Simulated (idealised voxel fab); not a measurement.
process module | voxel capacitor over wiring
cross-section cut | 240 nm wide | cells 5 nm
A cross-section is a grid of square cells, given in bands from the top down. A band is one or more rows of cells.
Each band's line starts with the height of the band's top and of its bottom, in nm. Then come its materials from left to right, each with its width in nm. One material with "throughout" fills the band from edge to edge. "air" is empty space.
Height 0 is the level under which the wafer as received is all one material. The lowest band goes on downwards, as in "0 down".
A width such as "30 to 40" changes by the same amount from each row of cells to the next, from the band's top row to its bottom row.
"no change" after a step means that no cell of the cross-section changed.
closed voids: empty space of 8 cells or more with no open way to the top, each as width x height at its distance from the left edge, in nm
after a step's settings: what the simulator itself notes on the step
overlay nm, on a step with a mask: how far to the right of its planned place the mask lay; to the left if negative
Each pair below shows a cross-section before one step and the cross-section after it, down to the lowest band that changed. The line under each pair gives the step between them, with its settings. The pairs can come from different runs of this module on the same starting wafer, so a pair continues from the pair above only where its "before" says so.
before
  95 to 80: SiO2 throughout
  80 to 70: SiO2 90 to 75 | TiN 45 to 60 | SiO2 105
  70 to 65: SiO2 75 | TiN 15 | Al2O3 45 | SiO2 105
  65 to 60: SiO2 70 | TiN 5 | Al2O3 15 | TiN 50 | SiO2 100
  60 to 55: SiO2 70 | TiN 70 | SiO2 100
  55 to 50: SiCN 75 | TiN 15 | SiCN 150
  50 to 30: SiO2 throughout
  30 to 15: lowk 55 | SiCN 5 | Ru 30 | SiCN 5 | lowk 45 | SiCN 5 | Ru 30 | SiCN 5 | lowk 60
  15 to 10: SiCN 60 | TiN 30 | SiCN 55 | TiN 30 | SiCN 65
  10 to 0: SiO2 throughout
  0 down: Si throughout
  closed voids: none
after
  90 to 80: SiO2 throughout
  below 80: unchanged
  closed voids: none
the step between: op CMP | height nm 90
before: the cross-section after the pair above
after
  110 to 90: resist 85 | air 15 | resist 140
  below 90: unchanged
  closed voids: none
the step between: op PATTERN | tone open | mask id PLUG_2 | material resist | width nm 15 | thk nm 20 | overlay nm 0
before: the cross-section after the pair above
after
  110 to 90: resist 85 | air 15 | resist 140
  90 to 80: SiO2 85 | air 15 | SiO2 140
  below 80: unchanged
  closed voids: none
the step between: op DIRECTIONAL_ETCH | etch materials SiO2 | depth nm 10
before: the cross-section after the pair above
after
  90 to 80: SiO2 85 | air 15 | SiO2 140
  below 80: unchanged
  closed voids: none
the step between: op STRIP | etch materials resist
before: the cross-section after the pair above
after
  95 to 90: TiN 90 | air 5 | TiN 145
  90 to 85: SiO2 85 | TiN 5 | air 5 | TiN 5 | SiO2 140
  85 to 75: SiO2 85 to 90 | TiN 15 to 45 | SiO2 140 to 105
  below 75: unchanged
  closed voids: none
the step between: op CONFORMAL_DEP | material TiN | thk nm 5
before: the cross-section after the pair above
after
  105 to 95: W throughout
  95 to 90: TiN 90 | W 5 | TiN 145
  90 to 85: SiO2 85 | TiN 5 | W 5 | TiN 5 | SiO2 140
  below 85: unchanged
  closed voids: none
the step between: op FILL_DEP | material W | thk nm 10
before: the cross-section after the pair above
after
  90 to 85: SiO2 85 | TiN 5 | W 5 | TiN 5 | SiO2 140
  below 85: unchanged
  closed voids: none
the step between: op CMP | height nm 90
before: the cross-section after the pair above
after
  95 to 90: SiN throughout
  below 90: unchanged
  closed voids: none
the step between: op CONFORMAL_DEP | material SiN | thk nm 5
before
  35 to 30: SiCN throughout
  30 to 15: lowk 55 | SiCN 5 | Ru 30 | SiCN 5 | lowk 45 | SiCN 5 | Ru 30 | SiCN 5 | lowk 60
  15 to 10: SiCN 60 | TiN 30 | SiCN 55 | TiN 30 | SiCN 65
  10 to 0: SiO2 throughout
  0 down: Si throughout
  closed voids: none
after
  65 to 35: SiO2 throughout
  below 35: unchanged
  closed voids: none
the step between: op DIRECTIONAL_DEP | material SiO2 | thk nm 30
before: the cross-section after the pair above
after
  65 to 45: SiO2 75 | air 15 | SiO2 150
  below 45: unchanged
  closed voids: none
the step between: op MASKED_ETCH | tone open | mask id PLUG_1 | width nm 15 | etch materials SiO2 | depth nm 20 | overlay nm 0
before: the cross-section after the pair above
after
  75 to 65: TiN 75 | air 15 | TiN 150
  65 to 55: SiO2 75 | air 15 | SiO2 150
  55 to 45: SiO2 75 | TiN 15 | SiO2 150
  below 45: unchanged
  closed voids: none
the step between: op DIRECTIONAL_DEP | material TiN | thk nm 10
before: the cross-section after the pair above
after
  80 to 75: Al2O3 75 | air 15 | Al2O3 150
  75 to 65: TiN 75 | air 15 | TiN 150
  65 to 60: SiO2 75 | air 15 | SiO2 150
  60 to 55: SiO2 75 | Al2O3 15 | SiO2 150
  below 55: unchanged
  closed voids: none
the step between: op DIRECTIONAL_DEP | material Al2O3 | thk nm 5
before: the cross-section after the pair above
after
  90 to 80: TiN 75 | air 15 | TiN 150
  80 to 75: Al2O3 75 | air 15 | Al2O3 150
  75 to 70: TiN 75 | air 15 | TiN 150
  70 to 65: TiN throughout
  65 to 60: SiO2 75 | TiN 15 | SiO2 150
  below 60: unchanged
  closed voids: none
the step between: op DIRECTIONAL_DEP | material TiN | thk nm 10
before: the cross-section after the pair above
after
  105 to 90: aC 75 | air 15 | aC 150
  90 to 85: TiN 75 | air 15 | TiN 150
  85 to 80: TiN 75 | aC 15 | TiN 150
  80 to 75: Al2O3 75 | aC 15 | Al2O3 150
  75 to 70: TiN 75 | aC 15 | TiN 150
  below 70: unchanged
  closed voids: none
the step between: op DIRECTIONAL_DEP | material aC | thk nm 15
before: the cross-section after the pair above
after
  135 to 105: air 75 | resist 60 | air 105
  105 to 90: aC 75 | resist 15 | aC 150
  90 to 85: TiN 75 | resist 15 | TiN 150
  below 85: unchanged
  closed voids: none
the step between: op PATTERN | tone cover | mask id UPPER_PLATE | material resist | width nm 60 | thk nm 30 | overlay nm 0
before: the cross-section after the pair above
after
  120 to 105: air 75 | resist 60 | air 105
  105 to 90: air 75 | resist 15 | aC 45 | air 105
  below 90: unchanged
  closed voids: none
the step between: op DIRECTIONAL_ETCH | etch materials aC | depth nm 15
before: the cross-section after the pair above
after
  105 to 90: air 90 | aC 45 | air 105
  90 to 85: TiN 75 | air 15 | TiN 150
  below 85: unchanged
  closed voids: none
the step between: op STRIP | etch materials resist
before: the cross-section after the pair above
after
  105 to 90: air 90 | aC 45 | air 105
  90 to 85: air 90 | TiN 45 | air 105
  85 to 80: air 75 | aC 15 | TiN 45 | air 105
  below 80: unchanged
  closed voids: none
the step between: op DIRECTIONAL_ETCH | etch materials TiN | depth nm 10
before: the cross-section after the pair above
after
  105 to 90: air 90 | aC 45 | air 105
  90 to 85: air 90 | TiN 45 | air 105
  85 to 80: air 75 | aC 15 | TiN 45 | air 105
  80 to 75: air 75 | aC 15 | Al2O3 45 | air 105
  below 75: unchanged
  closed voids: none
the step between: op DIRECTIONAL_ETCH | etch materials Al2O3 | depth nm 5
before: the cross-section after the pair above
after
  90 to 80: air 90 | TiN 45 | air 105
  80 to 75: air 90 | Al2O3 45 | air 105
  75 to 70: TiN 75 | air 15 | TiN 150
  below 70: unchanged
  closed voids: none
the step between: op STRIP | etch materials aC
before: the cross-section after the pair above
after
  105 to 90: air 70 | resist 70 | air 100
  90 to 80: air 70 | resist 20 | TiN 45 | resist 5 | air 100
  80 to 75: air 70 | resist 20 | Al2O3 45 | resist 5 | air 100
  75 to 70: TiN 75 | resist 15 | TiN 150
  below 70: unchanged
  closed voids: none
the step between: op PATTERN | tone cover | mask id LOWER_PLATE | material resist | width nm 70 | thk nm 15 | overlay nm 0
before: the cross-section after the pair above
after
  105 to 90: air 70 | resist 70 | air 100
  90 to 80: air 70 | resist 20 | TiN 45 | resist 5 | air 100
  80 to 75: air 70 | resist 20 | Al2O3 45 | resist 5 | air 100
  75 to 70: air 70 | TiN 5 | resist 15 | TiN 50 | air 100
  70 to 65: air 70 | TiN 70 | air 100
  below 65: unchanged
  closed voids: none
the step between: op DIRECTIONAL_ETCH | etch materials TiN | depth nm 10
before: the cross-section after the pair above
after
  90 to 80: air 90 | TiN 45 | air 105
  80 to 75: air 90 | Al2O3 45 | air 105
  75 to 70: air 70 | TiN 5 | air 15 | TiN 50 | air 100
  below 70: unchanged
  closed voids: none
the step between: op STRIP | etch materials resist
before: the cross-section after the pair above
after
  105 to 90: SiO2 throughout
  90 to 80: SiO2 90 | TiN 45 | SiO2 105
  80 to 75: SiO2 90 | Al2O3 45 | SiO2 105
  75 to 70: SiO2 70 | TiN 5 | SiO2 15 | TiN 50 | SiO2 100
  70 to 60: SiO2 70 to 75 | TiN 70 to 15 | SiO2 100 to 150
  below 60: unchanged
  closed voids: none
the step between: op FILL_DEP | material SiO2 | thk nm 15
before: the cross-section after the pair above
after
  90 to 80: SiO2 90 | TiN 45 | SiO2 105
  below 80: unchanged
  closed voids: none
the step between: op CMP | height nm 90
before: the cross-section after the pair above
after
  110 to 90: resist 85 | air 15 | resist 140
  below 90: unchanged
  closed voids: none
the step between: op PATTERN | tone open | mask id PLUG_2 | material resist | width nm 15 | thk nm 20 | overlay nm 0
before: the cross-section after the pair above
after
  110 to 90: resist 85 | air 15 | resist 140
  90 to 80: SiO2 85 | air 5 | TiN 45 | SiO2 105
  below 80: unchanged
  closed voids: none
the step between: op DIRECTIONAL_ETCH | etch materials SiO2 | depth nm 10
before: the cross-section after the pair above
after
  90 to 80: SiO2 85 | air 5 | TiN 45 | SiO2 105
  below 80: unchanged
  closed voids: none
the step between: op STRIP | etch materials resist
before: the cross-section after the pair above
after
  95 to 90: TiN throughout
  90 to 80: SiO2 85 | TiN 50 | SiO2 105
  below 80: unchanged
  closed voids: none
the step between: op CONFORMAL_DEP | material TiN | thk nm 5
before: the cross-section after the pair above
after
  105 to 95: W throughout
  below 95: unchanged
  closed voids: none
the step between: op FILL_DEP | material W | thk nm 10
before: the cross-section after the pair above
after
  90 to 80: SiO2 85 | TiN 50 | SiO2 105
  below 80: unchanged
  closed voids: none
the step between: op CMP | height nm 90
before: the cross-section after the pair above
after
  95 to 90: SiN throughout
  below 90: unchanged
  closed voids: none
the step between: op CONFORMAL_DEP | material SiN | thk nm 5
before
  80 to 70: air 75 | TiN 60 | air 105
  70 to 65: air 75 | Al2O3 60 | air 105
  65 to 55: TiN throughout
  55 to 35: SiO2 75 | Ru 15 | SiO2 150
  35 to 30: SiCN 75 | Ru 15 | SiCN 150
  30 to 15: lowk 55 | SiCN 5 | Ru 30 | SiCN 5 | lowk 45 | SiCN 5 | Ru 30 | SiCN 5 | lowk 60
  15 to 10: SiCN 60 | TiN 30 | SiCN 55 | TiN 30 | SiCN 65
  10 to 0: SiO2 throughout
  0 down: Si throughout
  closed voids: none
after
  95 to 80: air 70 | resist 75 | air 95
  80 to 70: air 70 | resist 5 | TiN 60 | resist 10 | air 95
  70 to 65: air 70 | resist 5 | Al2O3 60 | resist 10 | air 95
  below 65: unchanged
  closed voids: none
the step between: op PATTERN | tone cover | mask id LOWER_PLATE | material resist | width nm 75 | thk nm 15 | overlay nm 0
before: the cross-section after the pair above
after
  95 to 80: air 70 | resist 75 | air 95
  80 to 70: air 70 | resist 5 | TiN 60 | resist 10 | air 95
  70 to 65: air 70 | resist 5 | Al2O3 60 | resist 10 | air 95
  65 to 55: air 70 | TiN 75 | air 95
  below 55: unchanged
  closed voids: none
the step between: op DIRECTIONAL_ETCH | etch materials TiN | depth nm 10
before: the cross-section after the pair above
after
  80 to 70: air 75 | TiN 60 | air 105
  70 to 65: air 75 | Al2O3 60 | air 105
  below 65: unchanged
  closed voids: none
the step between: op STRIP | etch materials resist
before: the cross-section after the pair above
after
  95 to 80: SiO2 throughout
  80 to 70: SiO2 75 | TiN 60 | SiO2 105
  70 to 65: SiO2 75 | Al2O3 60 | SiO2 105
  65 to 55: SiO2 70 | TiN 75 | SiO2 95
  below 55: unchanged
  closed voids: none
the step between: op FILL_DEP | material SiO2 | thk nm 15
before: the cross-section after the pair above
after
  90 to 80: SiO2 throughout
  below 80: unchanged
  closed voids: none
the step between: op CMP | height nm 90
before: the cross-section after the pair above
after
  110 to 90: resist 85 | air 15 | resist 140
  below 90: unchanged
  closed voids: none
the step between: op PATTERN | tone open | mask id PLUG_2 | material resist | width nm 15 | thk nm 20 | overlay nm 0
before: the cross-section after the pair above
after
  110 to 90: resist 85 | air 15 | resist 140
  90 to 80: SiO2 85 | air 15 | SiO2 140
  below 80: unchanged
  closed voids: none
the step between: op DIRECTIONAL_ETCH | etch materials SiO2 | depth nm 10
before: the cross-section after the pair above
after
  90 to 80: SiO2 85 | air 15 | SiO2 140
  below 80: unchanged
  closed voids: none
the step between: op STRIP | etch materials resist
before: the cross-section after the pair above
after
  95 to 90: TiN 90 | air 5 | TiN 145
  90 to 85: SiO2 85 | TiN 5 | air 5 | TiN 5 | SiO2 140
  85 to 80: SiO2 85 | TiN 15 | SiO2 140
  below 80: unchanged
  closed voids: none
the step between: op CONFORMAL_DEP | material TiN | thk nm 5
before: the cross-section after the pair above
after
  105 to 95: W throughout
  95 to 90: TiN 90 | W 5 | TiN 145
  90 to 85: SiO2 85 | TiN 5 | W 5 | TiN 5 | SiO2 140
  below 85: unchanged
  closed voids: none
the step between: op FILL_DEP | material W | thk nm 10
before: the cross-section after the pair above
after
  90 to 85: SiO2 85 | TiN 5 | W 5 | TiN 5 | SiO2 140
  below 85: unchanged
  closed voids: none
the step between: op CMP | height nm 90
before: the cross-section after the pair above
after
  95 to 90: SiN throughout
  below 90: unchanged
  closed voids: none
the step between: op CONFORMAL_DEP | material SiN | thk nm 5
before
  95 to 80: aC throughout
  80 to 70: TiN throughout
  70 to 65: Al2O3 throughout
  65 to 55: TiN throughout
  55 to 35: SiO2 75 | Ru 15 | SiO2 150
  35 to 30: SiCN 75 | Ru 15 | SiCN 150
  30 to 15: lowk 55 | SiCN 5 | Ru 30 | SiCN 5 | lowk 45 | SiCN 5 | Ru 30 | SiCN 5 | lowk 60
  15 to 10: SiCN 60 | TiN 30 | SiCN 55 | TiN 30 | SiCN 65
  10 to 0: SiO2 throughout
  0 down: Si throughout
  closed voids: none
after
  125 to 95: air 70 | resist 60 | air 110
  below 95: unchanged
  closed voids: none
the step between: op PATTERN | tone cover | mask id UPPER_PLATE | material resist | width nm 60 | thk nm 30 | overlay nm -5
before: the cross-section after the pair above
after
  110 to 95: air 70 | resist 60 | air 110
  95 to 80: air 70 | aC 60 | air 110
  below 80: unchanged
  closed voids: none
the step between: op DIRECTIONAL_ETCH | etch materials aC | depth nm 15
before: the cross-section after the pair above
after
  95 to 80: air 70 | aC 60 | air 110
  below 80: unchanged
  closed voids: none
the step between: op STRIP | etch materials resist
before: the cross-section after the pair above
after
  95 to 80: air 70 | aC 60 | air 110
  80 to 70: air 70 | TiN 60 | air 110
  below 70: unchanged
  closed voids: none
the step between: op DIRECTIONAL_ETCH | etch materials TiN | depth nm 10
before: the cross-section after the pair above
after
  95 to 80: air 70 | aC 60 | air 110
  80 to 70: air 70 | TiN 60 | air 110
  70 to 65: air 70 | Al2O3 60 | air 110
  below 65: unchanged
  closed voids: none
the step between: op DIRECTIONAL_ETCH | etch materials Al2O3 | depth nm 5
before: the cross-section after the pair above
after
  80 to 70: air 70 | TiN 60 | air 110
  below 70: unchanged
  closed voids: none
the step between: op STRIP | etch materials aC
before: the cross-section after the pair above
after
  95 to 80: air 70 | resist 70 | air 100
  80 to 70: air 70 | TiN 60 | resist 10 | air 100
  70 to 65: air 70 | Al2O3 60 | resist 10 | air 100
  below 65: unchanged
  closed voids: none
the step between: op PATTERN | tone cover | mask id LOWER_PLATE | material resist | width nm 70 | thk nm 15 | overlay nm 0
before: the cross-section after the pair above
after
  95 to 80: air 70 | resist 70 | air 100
  80 to 70: air 70 | TiN 60 | resist 10 | air 100
  70 to 65: air 70 | Al2O3 60 | resist 10 | air 100
  65 to 55: air 70 | TiN 70 | air 100
  below 55: unchanged
  closed voids: none
the step between: op DIRECTIONAL_ETCH | etch materials TiN | depth nm 10
before: the cross-section after the pair above
after
  80 to 70: air 70 | TiN 60 | air 110
  70 to 65: air 70 | Al2O3 60 | air 110
  below 65: unchanged
  closed voids: none
the step between: op STRIP | etch materials resist
before: the cross-section after the pair above
after
  95 to 80: SiO2 throughout
  80 to 70: SiO2 70 | TiN 60 | SiO2 110
  70 to 65: SiO2 70 | Al2O3 60 | SiO2 110
  65 to 55: SiO2 70 | TiN 70 | SiO2 100
  below 55: unchanged
  closed voids: none
the step between: op FILL_DEP | material SiO2 | thk nm 15
before: the cross-section after the pair above
after
  90 to 80: SiO2 throughout
  below 80: unchanged
  closed voids: none
the step between: op CMP | height nm 90
before: the cross-section after the pair above
after
  110 to 90: resist 85 | air 15 | resist 140
  below 90: unchanged
  closed voids: none
the step between: op PATTERN | tone open | mask id PLUG_2 | material resist | width nm 15 | thk nm 20 | overlay nm 0
before: the cross-section after the pair above
after
  110 to 90: resist 85 | air 15 | resist 140
  90 to 80: SiO2 85 | air 15 | SiO2 140
  below 80: unchanged
  closed voids: none
the step between: op DIRECTIONAL_ETCH | etch materials SiO2 | depth nm 10
before: the cross-section after the pair above
after
  90 to 80: SiO2 85 | air 15 | SiO2 140
  below 80: unchanged
  closed voids: none
the step between: op STRIP | etch materials resist
before: the cross-section after the pair above
after
  95 to 90: TiN 90 | air 5 | TiN 145
  90 to 85: SiO2 85 | TiN 5 | air 5 | TiN 5 | SiO2 140
  85 to 80: SiO2 85 | TiN 15 | SiO2 140
  below 80: unchanged
  closed voids: none
the step between: op CONFORMAL_DEP | material TiN | thk nm 5
before: the cross-section after the pair above
after
  105 to 95: W throughout
  95 to 90: TiN 90 | W 5 | TiN 145
  90 to 85: SiO2 85 | TiN 5 | W 5 | TiN 5 | SiO2 140
  below 85: unchanged
  closed voids: none
the step between: op FILL_DEP | material W | thk nm 10
before: the cross-section after the pair above
after
  90 to 85: SiO2 85 | TiN 5 | W 5 | TiN 5 | SiO2 140
  below 85: unchanged
  closed voids: none
the step between: op CMP | height nm 90
before: the cross-section after the pair above
after
  95 to 90: SiN throughout
  below 90: unchanged
  closed voids: none
the step between: op CONFORMAL_DEP | material SiN | thk nm 5
before
  80 to 70: air 75 | TiN 60 | air 105
  70 to 65: air 75 | Al2O3 60 | air 105
  65 to 55: air 70 | TiN 70 | air 100
  55 to 35: SiO2 75 | Ru 15 | SiO2 150
  35 to 30: SiCN 75 | Ru 15 | SiCN 150
  30 to 15: lowk 55 | SiCN 5 | Ru 30 | SiCN 5 | lowk 45 | SiCN 5 | Ru 30 | SiCN 5 | lowk 60
  15 to 10: SiCN 60 | TiN 30 | SiCN 55 | TiN 30 | SiCN 65
  10 to 0: SiO2 throughout
  0 down: Si throughout
  closed voids: none
after
  95 to 80: SiN throughout
  80 to 70: SiN 75 | TiN 60 | SiN 105
  70 to 65: SiN 75 | Al2O3 60 | SiN 105
  65 to 55: SiN 70 | TiN 70 | SiN 100
  below 55: unchanged
  closed voids: none
the step between: op FILL_DEP | material SiN | thk nm 15
before: the cross-section after the pair above
after
  90 to 80: SiN throughout
  below 80: unchanged
  closed voids: none
the step between: op CMP | height nm 90
before: the cross-section after the pair above
after
  110 to 90: resist 85 | air 15 | resist 140
  below 90: unchanged
  closed voids: none
the step between: op PATTERN | tone open | mask id PLUG_2 | material resist | width nm 15 | thk nm 20 | overlay nm 0
before: the cross-section after the pair above
after
  90 to 80: SiN throughout
  below 80: unchanged
  closed voids: none
the step between: op STRIP | etch materials resist
before: the cross-section after the pair above
after
  95 to 90: TiN throughout
  below 90: unchanged
  closed voids: none
the step between: op CONFORMAL_DEP | material TiN | thk nm 5
before: the cross-section after the pair above
after
  105 to 95: W throughout
  below 95: unchanged
  closed voids: none
the step between: op FILL_DEP | material W | thk nm 10
before: the cross-section after the pair above
after
  90 to 80: SiN throughout
  below 80: unchanged
  closed voids: none
the step between: op CMP | height nm 90
before: the cross-section after the pair above
after
  95 to 80: SiN throughout
  below 80: unchanged
  closed voids: none
the step between: op CONFORMAL_DEP | material SiN | thk nm 5
before
  55 to 35: SiO2 throughout
  35 to 30: SiCN throughout
  30 to 15: lowk 55 | SiCN 5 | Ru 30 | SiCN 5 | lowk 45 | SiCN 5 | Ru 30 | SiCN 5 | lowk 60
  15 to 10: SiCN 60 | TiN 30 | SiCN 55 | TiN 30 | SiCN 65
  10 to 0: SiO2 throughout
  0 down: Si throughout
  closed voids: none
after
  55 to 35: air 75 | SiO2 15 | air 150
  below 35: unchanged
  closed voids: none
the step between: op MASKED_ETCH | tone cover | mask id PLUG_1 | width nm 15 | etch materials SiO2 | depth nm 20 | overlay nm 0
before: the cross-section after the pair above
after
  65 to 55: air 75 | TiN 15 | air 150
  55 to 45: air 75 | SiO2 15 | air 150
  45 to 35: TiN 75 | SiO2 15 | TiN 150
  below 35: unchanged
  closed voids: none
the step between: op DIRECTIONAL_DEP | material TiN | thk nm 10
before: the cross-section after the pair above
after
  70 to 65: air 75 | Al2O3 15 | air 150
  65 to 55: air 75 | TiN 15 | air 150
  55 to 50: air 75 | SiO2 15 | air 150
  50 to 45: Al2O3 75 | SiO2 15 | Al2O3 150
  below 45: unchanged
  closed voids: none
the step between: op DIRECTIONAL_DEP | material Al2O3 | thk nm 5
before: the cross-section after the pair above
after
  80 to 70: air 75 | TiN 15 | air 150
  70 to 65: air 75 | Al2O3 15 | air 150
  65 to 60: air 75 | TiN 15 | air 150
  60 to 55: TiN throughout
  55 to 50: TiN 75 | SiO2 15 | TiN 150
  below 50: unchanged
  closed voids: none
the step between: op DIRECTIONAL_DEP | material TiN | thk nm 10
before: the cross-section after the pair above
after
  95 to 80: air 75 | aC 15 | air 150
  80 to 75: air 75 | TiN 15 | air 150
  75 to 70: aC 75 | TiN 15 | aC 150
  70 to 65: aC 75 | Al2O3 15 | aC 150
  65 to 60: aC 75 | TiN 15 | aC 150
  below 60: unchanged
  closed voids: none
the step between: op DIRECTIONAL_DEP | material aC | thk nm 15
before: the cross-section after the pair above
after
  125 to 95: air 75 | resist 60 | air 105
  95 to 80: air 75 | aC 15 | resist 45 | air 105
  80 to 75: air 75 | TiN 15 | resist 45 | air 105
  below 75: unchanged
  closed voids: none
the step between: op PATTERN | tone cover | mask id UPPER_PLATE | material resist | width nm 60 | thk nm 30 | overlay nm 0
before: the cross-section after the pair above
after
  110 to 95: air 75 | resist 60 | air 105
  95 to 80: air 75 | aC 15 | resist 45 | air 105
  80 to 75: air 75 | TiN 15 | resist 45 | air 105
  75 to 70: air 75 | TiN 15 | aC 45 | air 105
  70 to 65: air 75 | Al2O3 15 | aC 45 | air 105
  65 to 60: air 75 | TiN 15 | aC 45 | air 105
  below 60: unchanged
  closed voids: none
the step between: op DIRECTIONAL_ETCH | etch materials aC | depth nm 15
before: the cross-section after the pair above
after
  95 to 80: air 75 | aC 15 | air 150
  80 to 75: air 75 | TiN 15 | air 150
  below 75: unchanged
  closed voids: none
the step between: op STRIP | etch materials resist
before: the cross-section after the pair above
after
  95 to 80: air 75 | aC 15 | air 150
  80 to 75: air 75 | TiN 15 | air 150
  75 to 70: air 75 | TiN 15 | aC 45 | air 105
  70 to 65: air 75 | Al2O3 15 | aC 45 | air 105
  65 to 60: air 75 | TiN 15 | aC 45 | air 105
  60 to 55: air 75 | TiN 60 | air 105
  55 to 50: air 75 | SiO2 15 | TiN 45 | air 105
  below 50: unchanged
  closed voids: none
the step between: op DIRECTIONAL_ETCH | etch materials TiN | depth nm 10
before: the cross-section after the pair above
after
  95 to 80: air 75 | aC 15 | air 150
  80 to 75: air 75 | TiN 15 | air 150
  75 to 70: air 75 | TiN 15 | aC 45 | air 105
  70 to 65: air 75 | Al2O3 15 | aC 45 | air 105
  65 to 60: air 75 | TiN 15 | aC 45 | air 105
  60 to 55: air 75 | TiN 60 | air 105
  55 to 50: air 75 | SiO2 15 | TiN 45 | air 105
  50 to 45: air 75 | SiO2 15 | Al2O3 45 | air 105
  below 45: unchanged
  closed voids: none
the step between: op DIRECTIONAL_ETCH | etch materials Al2O3 | depth nm 5
before: the cross-section after the pair above
after
  80 to 70: air 75 | TiN 15 | air 150
  70 to 65: air 75 | Al2O3 15 | air 150
  65 to 55: air 75 | TiN 15 to 60 | air 150 to 105
  below 55: unchanged
  closed voids: none
the step between: op STRIP | etch materials aC
before: the cross-section after the pair above
after
  95 to 80: air 70 | resist 70 | air 100
  80 to 70: air 70 | resist 5 | TiN 15 | resist 50 | air 100
  70 to 65: air 70 | resist 5 | Al2O3 15 | resist 50 | air 100
  65 to 55: air 70 | resist 5 | TiN 15 to 60 | resist 50 to 5 | air 100
  55 to 50: air 70 | resist 5 | SiO2 15 | TiN 45 | resist 5 | air 100
  50 to 45: air 70 | resist 5 | SiO2 15 | Al2O3 45 | resist 5 | air 100
  below 45: unchanged
  closed voids: none
the step between: op PATTERN | tone cover | mask id LOWER_PLATE | material resist | width nm 70 | thk nm 15 | overlay nm 0
before: the cross-section after the pair above
after
  95 to 80: air 70 | resist 70 | air 100
  80 to 70: air 70 | resist 5 | TiN 15 | resist 50 | air 100
  70 to 65: air 70 | resist 5 | Al2O3 15 | resist 50 | air 100
  65 to 55: air 70 | resist 5 | TiN 15 to 60 | resist 50 to 5 | air 100
  55 to 50: air 70 | resist 5 | SiO2 15 | TiN 45 | resist 5 | air 100
  50 to 45: air 70 | resist 5 | SiO2 15 | Al2O3 45 | resist 5 | air 100
  45 to 35: air 70 | TiN 5 | SiO2 15 | TiN 50 | air 100
  below 35: unchanged
  closed voids: none
the step between: op DIRECTIONAL_ETCH | etch materials TiN | depth nm 10
before: the cross-section after the pair above
after
  80 to 70: air 75 | TiN 15 | air 150
  70 to 65: air 75 | Al2O3 15 | air 150
  65 to 55: air 75 | TiN 15 to 60 | air 150 to 105
  55 to 50: air 75 | SiO2 15 | TiN 45 | air 105
  50 to 45: air 75 | SiO2 15 | Al2O3 45 | air 105
  below 45: unchanged
  closed voids: none
the step between: op STRIP | etch materials resist
before: the cross-section after the pair above
after
  95 to 80: SiO2 throughout
  80 to 70: SiO2 75 | TiN 15 | SiO2 150
  70 to 65: SiO2 75 | Al2O3 15 | SiO2 150
  65 to 55: SiO2 75 | TiN 15 to 60 | SiO2 150 to 105
  55 to 50: SiO2 90 | TiN 45 | SiO2 105
  50 to 45: SiO2 90 | Al2O3 45 | SiO2 105
  45 to 35: SiO2 70 | TiN 5 | SiO2 15 | TiN 50 | SiO2 100
  below 35: unchanged
  closed voids: none
the step between: op FILL_DEP | material SiO2 | thk nm 15
before: the cross-section after the pair above
after
  90 to 80: SiO2 throughout
  below 80: unchanged
  closed voids: none
the step between: op CMP | height nm 90
before: the cross-section after the pair above
after
  110 to 90: resist 85 | air 15 | resist 140
  below 90: unchanged
  closed voids: none
the step between: op PATTERN | tone open | mask id PLUG_2 | material resist | width nm 15 | thk nm 20 | overlay nm 0
before: the cross-section after the pair above
after
  110 to 90: resist 85 | air 15 | resist 140
  90 to 80: SiO2 85 | air 15 | SiO2 140
  below 80: unchanged
  closed voids: none
the step between: op DIRECTIONAL_ETCH | etch materials SiO2 | depth nm 10
before: the cross-section after the pair above
after
  90 to 80: SiO2 85 | air 15 | SiO2 140
  below 80: unchanged
  closed voids: none
the step between: op STRIP | etch materials resist
before: the cross-section after the pair above
after
  95 to 90: TiN 90 | air 5 | TiN 145
  90 to 85: SiO2 85 | TiN 5 | air 5 | TiN 5 | SiO2 140
  85 to 80: SiO2 85 | TiN 15 | SiO2 140
  below 80: unchanged
  closed voids: none
the step between: op CONFORMAL_DEP | material TiN | thk nm 5
before: the cross-section after the pair above
after
  105 to 95: W throughout
  95 to 90: TiN 90 | W 5 | TiN 145
  90 to 85: SiO2 85 | TiN 5 | W 5 | TiN 5 | SiO2 140
  below 85: unchanged
  closed voids: none
the step between: op FILL_DEP | material W | thk nm 10
before: the cross-section after the pair above
after
  90 to 85: SiO2 85 | TiN 5 | W 5 | TiN 5 | SiO2 140
  below 85: unchanged
  closed voids: none
the step between: op CMP | height nm 90
before: the cross-section after the pair above
after
  95 to 90: SiN throughout
  below 90: unchanged
  closed voids: none
the step between: op CONFORMAL_DEP | material SiN | thk nm 5
